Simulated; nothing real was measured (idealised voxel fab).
Documented hereafter: the process module known as voxel capacitor over wiring.
This is section cut - it's 165 nm across, gridded in 5 nm square cells.
Cross-section = grid of square cells, listed top down in bands; band = one or more rows.
Band: top and bottom heights (nm) first, top before bottom; then materials from left to right, widths in nm. "full width" marks a sole material filling the band edge to edge. "air" denotes empty space.
A quick word on heights: they are counted from 0, and under that level the wafer as it came to us is one material throughout. The lowest band is different from the rest in having no bottom; it simply continues downward, written as in "0..down".
A width such as "30->40" changes by the same amount from each row of cells to the next, from the band's top row to its bottom row.
Take "nothing got changed" at face value: in the step it is given for, the cross-section changed in none of its cells.
Any empty space of 8 cells or more lacking an open way to the top shows up in "Closed void catalog" as width x height at distance, distance from the left edge, in nm.
Heads up: the bit after the settings on a step's line is the simulator's remark on that step.
For masked steps, "overlay nm" on the step line gives how far right of plan the mask actually lay; a minus sign means it lay to the left.

# Planned process steps
- 1: RECEIVE with material Si
- 2: CONFORMAL_DEP with material SiO2, thk nm 10
- 3: DIRECTIONAL_DEP with material TiN, thk nm 5
- 4: DIRECTIONAL_DEP with material W, thk nm 15
- 5: PATTERN with tone cover, mask id METAL_1, material resist, width nm 30, pitch nm 85, thk nm 15, overlay nm 0
- 6: DIRECTIONAL_ETCH with etch materials W, depth nm 15
- 7: DIRECTIONAL_ETCH with etch materials TiN, depth nm 5
- 8: STRIP with etch materials resist
- 9: FILL_DEP with material SiO2, thk nm 5
- 10: CMP with height nm 30
- 11: CONFORMAL_DEP with material SiCN, thk nm 5
- 12: DIRECTIONAL_DEP with material SiO2, thk nm 10
- 13: MASKED_ETCH with tone open, mask id PLUG_1, width nm 15, etch materials SiO2, depth nm 10, overlay nm 0
- 14: MASKED_ETCH with tone open, mask id PLUG_1, width nm 15, etch materials SiCN, depth nm 5, overlay nm 0
- 15: EPI with material Ru, thk nm 10
- 16: EPI with material Ru, thk nm 5
- 17: DIRECTIONAL_DEP with material TiN, thk nm 5
- 18: DIRECTIONAL_DEP with material SiN, thk nm 5
- 19: DIRECTIONAL_DEP with material TiN, thk nm 5
- 20: MASKED_ETCH with tone cover, mask id UPPER_PLATE, width nm 60, etch materials TiN, depth nm 5, overlay nm 0
- 21: MASKED_ETCH with tone cover, mask id UPPER_PLATE, width nm 60, etch materials SiN, depth nm 5, overlay nm 0
- 22: MASKED_ETCH with tone cover, mask id LOWER_PLATE, width nm 70, etch materials TiN, depth nm 5, overlay nm 0
- 23: FILL_DEP with material SiO2, thk nm 20
- 24: CMP with height nm 75
- 25: PATTERN with tone open, mask id PLUG_2, material resist, width nm 15, thk nm 20, overlay nm 0
- 26: DIRECTIONAL_ETCH with etch materials SiO2, depth nm 15
- 27: STRIP with etch materials resist
- 28: CONFORMAL_DEP with material TiN, thk nm 5
- 29: FILL_DEP with material W, thk nm 5
- 30: CMP with height nm 75
- 31: CONFORMAL_DEP with material SiN, thk nm 5

# Cross-section of the incoming wafer, state after step 1
- 0..down  Si full width
- Closed void catalog: none

# The first of the two wafers as seen in cross-section once the module was finished; processing followed the plan
- 80..75  SiN full width
- 75..65  SiO2 (50) | TiN (5) | W (5) | TiN (5) | SiO2 (100)
- 65..55  SiO2 (50->40) | TiN (15->60) | SiO2 (100->65)
- 55..50  SiO2 (40) | SiN (60) | SiO2 (65)
- 50..45  SiO2 (35) | TiN (70) | SiO2 (60)
- 45..35  SiO2 (40) | Ru (15) | SiO2 (110)
- 35..30  SiCN (40) | Ru (15) | SiCN (110)
- 30..15  SiO2 (25) | W (30) | SiO2 (55) | W (30) | SiO2 (25)
- 15..10  SiO2 (25) | TiN (30) | SiO2 (55) | TiN (30) | SiO2 (25)
- 10..0  SiO2 full width
- 0..down  Si full width
- Closed void catalog: none

# This is the second of the two wafers, cross-sectioned at the end of the module; it started exactly like the first and was given the same plan, but it was run with one mistake
- 80..75  SiN full width
- 75..65  SiO2 (50) | TiN (5) | W (5) | TiN (5) | SiO2 (100)
- 65..55  SiO2 (50->40) | TiN (15->60) | SiO2 (100->65)
- 55..50  SiO2 (40) | SiN (60) | SiO2 (65)
- 50..45  SiO2 (35) | TiN (70) | SiO2 (60)
- 45..35  SiO2 (50) | Ru (15) | SiO2 (100)
- 35..30  SiCN (50) | Ru (5) | SiCN (110)
- 30..15  SiO2 (25) | W (30) | SiO2 (55) | W (30) | SiO2 (25)
- 15..10  SiO2 (25) | TiN (30) | SiO2 (55) | TiN (30) | SiO2 (25)
- 10..0  SiO2 full width
- 0..down  Si full width
- Closed void catalog: none
What broke from the plan during processing? not per plan at step 13, really ran MASKED_ETCH with tone open, mask id PLUG_1, width nm 15, etch materials SiO2, depth nm 10, overlay nm 10
Once processing is complete, comparing cell counts shows that the second wafer has more or fewer of certain materials than the first: 2 fewer of Ru | 2 more of SiCN
